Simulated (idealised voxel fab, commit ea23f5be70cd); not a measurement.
This is a process module. Its name is voxel gate over fins.
The cross-section shown here is cut; it is 270 nm wide and divided into square cells measuring 5 nm on a side.
Just so we're on the same page, the cross-sections are grids of square cells, and they're listed out in bands top to bottom, each band one or more rows deep.
Top, bottom (nm), then materials left to right with widths (nm); lone material tagged "throughout" fills the whole band edge to edge; "empty" = empty space.
Beneath 0, the wafer as received is one material, and that level is where height counting begins. The lowest band goes on downward without a bottom; it is written like "0 -> down".
When a width is written as two numbers, as in "30..40", the first number is the width in the top row of cells of the band and the second is the width in its bottom row, and the width changes by the same amount from each row to the next.
Step note "everything unchanged" = no cross-section cell changed.
The entry titled "Closed cavities" provides the empty spaces that have no open way to the top, restricted to those of 8 cells or more. Each is presented as width x height at distance, the distance being measured from the left edge, with all three in nm.
after a step's settings: what the simulator itself notes on the step
The line of a step may include "overlay nm". On a step with a mask, this value is how far to the right of its planned place the mask lay. A negative value means the mask lay to the left.
Process steps foreseen in the plan:
1,RECEIVE (material Si)
2,CONFORMAL_DEP (material SiN; thk nm 10)
3,DIRECTIONAL_DEP (material aC; thk nm 15)
4,PATTERN (tone cover; mask id FINS; material resist; width nm 15; pitch nm 45; thk nm 30; overlay nm 0)
5,DIRECTIONAL_ETCH (etch materials aC; depth nm 15)
6,STRIP (etch materials resist)
7,DIRECTIONAL_ETCH (etch materials SiN; depth nm 10)
8,DIRECTIONAL_ETCH (etch materials Si; depth nm 30)
9,STRIP (etch materials aC)
10,FILL_DEP (material SiO2; thk nm 10)
11,CMP (height nm 10)
12,SELECTIVE_ETCH (etch materials SiO2; depth nm 15)
13,STRIP (etch materials SiN)
14,CONFORMAL_DEP (material HfO2; thk nm 5)
15,CONFORMAL_DEP (material TiN; thk nm 5)
16,FILL_DEP (material W; thk nm 10)
17,CMP (height nm 15)
18,CONFORMAL_DEP (material SiCN; thk nm 10)
The depth nm used in step 12 is not the same on every wafer, whereas the starting condition is; the value printed in the plan is the first wafer's.
Cross-section of the first of several wafers as received (after step 1):
> 0 -> down | Si throughout
> Closed cavities: none
End of module, by wafer: material-by-material cell gain (+) or loss (-) since receipt, then closed voids:
depth nm 15, +62 HfO2, -252 Si, +108 SiCN, +210 SiO2, +62 TiN, +80 W, Closed cavities: none
depth nm 20, +70 HfO2, -252 Si, +108 SiCN, +168 SiO2, +70 TiN, +106 W, Closed cavities: none
depth nm 25, +78 HfO2, -252 Si, +108 SiCN, +126 SiO2, +78 TiN, +132 W, Closed cavities: none
depth nm 30, +86 HfO2, -252 Si, +108 SiCN, +84 SiO2, +86 TiN, +158 W, Closed cavities: none
depth nm 35, +94 HfO2, -252 Si, +108 SiCN, +42 SiO2, +94 TiN, +184 W, Closed cavities: none
depth nm 40, +102 HfO2, -252 Si, +108 SiCN, +102 TiN, +210 W, Closed cavities: none
